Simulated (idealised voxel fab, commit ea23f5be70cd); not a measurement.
process module | voxel wiring stack
This is section cut - it's 270 nm across, gridded in 5 nm square cells.
A cross-section is written here as square cells arranged in a grid, and it is given in bands from the top down, each band taking up one or more rows of cells.
What a band's entry tells you: where the top is and where the bottom is, as heights in nm, and after that what lies inside, material by material from left to right, each with its width in nm. Empty space is written as the word "blank", and a single material marked with the word "edge to edge" occupies the band from edge to edge.
Height reference: 0 = level under which incoming wafer is all one material. Lowest band: no bottom, runs on downward, e.g. "0 -> down".
Width spec "30..40" -> top row of cells at first value, bottom row at second value, equal per-row change in between.
Given "nothing was modified" for a step, no cell of the cross-section differs between before and after that step.
Reported under the label "Enclosed internal voids" are the empty spaces having no open way to the top and comprising 8 cells or more; the notation for each is width x height at distance, in which the distance is measured from the left edge and all three values are in nm.
after a step's settings: what the simulator itself notes on the step
What "overlay nm" on a step's line means: if the step has a mask, that mask lay this far to the right of its planned place, or, when the value is negative, to the left.

### Steps in the process plan
1 RECEIVE [material Si]
2 CONFORMAL_DEP [material SiO2] [thk nm 15]
3 CONFORMAL_DEP [material SiCN] [thk nm 5]
4 DIRECTIONAL_DEP [material SiO2] [thk nm 20]
5 PATTERN [tone open] [mask id METAL_1] [material resist] [width nm 25] [pitch nm 45] [thk nm 20] [overlay nm 0]
6 DIRECTIONAL_ETCH [etch materials SiO2] [depth nm 20]
7 DIRECTIONAL_ETCH [etch materials SiCN] [depth nm 5]
8 STRIP [etch materials resist]
9 CONFORMAL_DEP [material TiN] [thk nm 5]
10 FILL_DEP [material Ru] [thk nm 5]
11 CMP [height nm 40]
12 CONFORMAL_DEP [material SiCN] [thk nm 5]
13 DIRECTIONAL_DEP [material SiO2] [thk nm 10]
14 PATTERN [tone open] [mask id PLUG_1] [material resist] [width nm 15] [pitch nm 45] [thk nm 20] [overlay nm 0]
15 DIRECTIONAL_ETCH [etch materials SiO2] [depth nm 10]
16 DIRECTIONAL_ETCH [etch materials SiCN] [depth nm 5]
17 STRIP [etch materials resist]
18 EPI [material Ru] [thk nm 10]
19 EPI [material Ru] [thk nm 5]
20 CONFORMAL_DEP [material SiN] [thk nm 5]
21 DIRECTIONAL_DEP [material lowk] [thk nm 20]
22 PATTERN [tone open] [mask id METAL_2] [material resist] [width nm 25] [pitch nm 45] [thk nm 20] [overlay nm 0]
23 DIRECTIONAL_ETCH [etch materials lowk] [depth nm 20]
24 DIRECTIONAL_ETCH [etch materials SiN] [depth nm 5]
25 STRIP [etch materials resist]
26 CONFORMAL_DEP [material TiN] [thk nm 5]
27 FILL_DEP [material Cu] [thk nm 5]
28 CMP [height nm 80]
29 CONFORMAL_DEP [material SiCN] [thk nm 5]
30 DIRECTIONAL_DEP [material lowk] [thk nm 30]
31 MASKED_ETCH [tone open] [mask id METAL_3_HOLES] [width nm 15] [pitch nm 90] [etch materials lowk] [depth nm 30] [overlay nm 0]
32 DIRECTIONAL_DEP [material aC] [thk nm 10]
33 PATTERN [tone open] [mask id METAL_3] [material resist] [width nm 25] [pitch nm 45] [thk nm 25] [overlay nm 0]
34 DIRECTIONAL_ETCH [etch materials aC] [depth nm 10]
35 STRIP [etch materials resist]
36 DIRECTIONAL_ETCH [etch materials lowk] [depth nm 15]
37 DIRECTIONAL_ETCH [etch materials SiCN] [depth nm 5]
38 STRIP [etch materials aC]
39 CONFORMAL_DEP [material TiN] [thk nm 5]
40 FILL_DEP [material Cu] [thk nm 10]
41 CMP [height nm 115]
42 CONFORMAL_DEP [material SiN] [thk nm 5]

### Incoming wafer, cross-sectional view, post step 1
* 0 -> down: Si edge to edge
* Enclosed internal voids: none

### Cross-section taken at module completion on the first of two wafers; processed per the plan
* 120 -> 115: SiN edge to edge
* 115 -> 105: lowk (55), then TiN (5), then Cu (15), then TiN (5), then lowk (20), then TiN (5), then Cu (15), then TiN (5), then lowk (20), then TiN (5), then Cu (15), then TiN (5), then lowk (20), then TiN (5), then Cu (15), then TiN (5), then lowk (55)
* 105 -> 100: lowk (55), then TiN (5), then Cu (5), then TiN (15), then lowk (20), then TiN (25), then lowk (20), then TiN (5), then Cu (5), then TiN (15), then lowk (20), then TiN (25), then lowk (55)
* 100 -> 85: lowk (55), then TiN (5), then Cu (5), then TiN (5), then lowk (75), then TiN (5), then Cu (5), then TiN (5), then lowk (110)
* 85 -> 80: SiCN (55), then TiN (15), then SiCN (75), then TiN (15), then SiCN (110)
* 80 -> 60: lowk (55), then TiN (5), then Cu (15), then TiN (5), then lowk (20), then TiN (5), then Cu (15), then TiN (5), then lowk (20), then TiN (5), then Cu (15), then TiN (5), then lowk (20), then TiN (5), then Cu (15), then TiN (5), then lowk (55)
* 60 -> 55: SiN (55), then TiN (25), then SiN (20), then TiN (25), then SiN (20), then TiN (25), then SiN (20), then TiN (25), then SiN (55)
* 55 -> 45: SiO2 (55), then Ru (15), then SiO2 (30), then Ru (15), then SiO2 (30), then Ru (15), then SiO2 (30), then Ru (15), then SiO2 (65)
* 45 -> 40: SiCN (55), then Ru (15), then SiCN (30), then Ru (15), then SiCN (30), then Ru (15), then SiCN (30), then Ru (15), then SiCN (65)
* 40 -> 20: SiO2 (55), then TiN (5), then Ru (15), then TiN (5), then SiO2 (20), then TiN (5), then Ru (15), then TiN (5), then SiO2 (20), then TiN (5), then Ru (15), then TiN (5), then SiO2 (20), then TiN (5), then Ru (15), then TiN (5), then SiO2 (55)
* 20 -> 15: SiCN (55), then TiN (25), then SiCN (20), then TiN (25), then SiCN (20), then TiN (25), then SiCN (20), then TiN (25), then SiCN (55)
* 15 -> 0: SiO2 edge to edge
* 0 -> down: Si edge to edge
* Enclosed internal voids: none

### What the second wafer looks like in cross-section once the module is done. Its start and its plan matched the first wafer's exactly; what differed was one mistake in how it was run
* 120 -> 115: SiN edge to edge
* 115 -> 105: lowk (55), then TiN (5), then Cu (15), then TiN (5), then lowk (20), then TiN (5), then Cu (15), then TiN (5), then lowk (20), then TiN (5), then Cu (15), then TiN (5), then lowk (20), then TiN (5), then Cu (15), then TiN (5), then lowk (55)
* 105 -> 100: lowk (55), then TiN (5), then Cu (5), then TiN (15), then lowk (20), then TiN (25), then lowk (20), then TiN (5), then Cu (5), then TiN (15), then lowk (20), then TiN (25), then lowk (55)
* 100 -> 85: lowk (55), then TiN (5), then Cu (5), then TiN (5), then lowk (75), then TiN (5), then Cu (5), then TiN (5), then lowk (110)
* 85 -> 80: SiCN (55), then TiN (15), then SiCN (75), then TiN (15), then SiCN (110)
* 80 -> 60: lowk (55), then TiN (5), then Cu (15), then TiN (5), then lowk (20), then TiN (5), then Cu (15), then TiN (5), then lowk (20), then TiN (5), then Cu (15), then TiN (5), then lowk (20), then TiN (5), then Cu (15), then TiN (5), then lowk (55)
* 60 -> 55: SiN (55), then TiN (25), then SiN (20), then TiN (25), then SiN (20), then TiN (25), then SiN (20), then TiN (25), then SiN (55)
* 55 -> 45: SiO2 (55), then Ru (15), then SiO2 (30), then Ru (15), then SiO2 (30), then Ru (15), then SiO2 (30), then Ru (15), then SiO2 (65)
* 45 -> 40: SiCN (55), then Ru (15), then SiCN (30), then Ru (15), then SiCN (30), then Ru (15), then SiCN (30), then Ru (15), then SiCN (65)
* 40 -> 25: SiO2 (55), then TiN (5), then Ru (15), then TiN (5), then SiO2 (20), then TiN (5), then Ru (15), then TiN (5), then SiO2 (20), then TiN (5), then Ru (15), then TiN (5), then SiO2 (20), then TiN (5), then Ru (15), then TiN (5), then SiO2 (55)
* 25 -> 20: SiO2 (55), then TiN (25), then SiO2 (20), then TiN (25), then SiO2 (20), then TiN (25), then SiO2 (20), then TiN (25), then SiO2 (55)
* 20 -> 5: SiO2 edge to edge
* 5 -> 0: SiCN edge to edge
* 0 -> down: Si edge to edge
* Enclosed internal voids: none
Heads up, the wafer didn't run the way we planned it: note: step 2 <-> step 3, run order reversed vs plan
It is noted that, at the conclusion of processing, the second wafer exhibits a higher or lower cell count for certain materials relative to the first: Ru: 12 fewer | SiCN: 20 more | TiN: 8 fewer
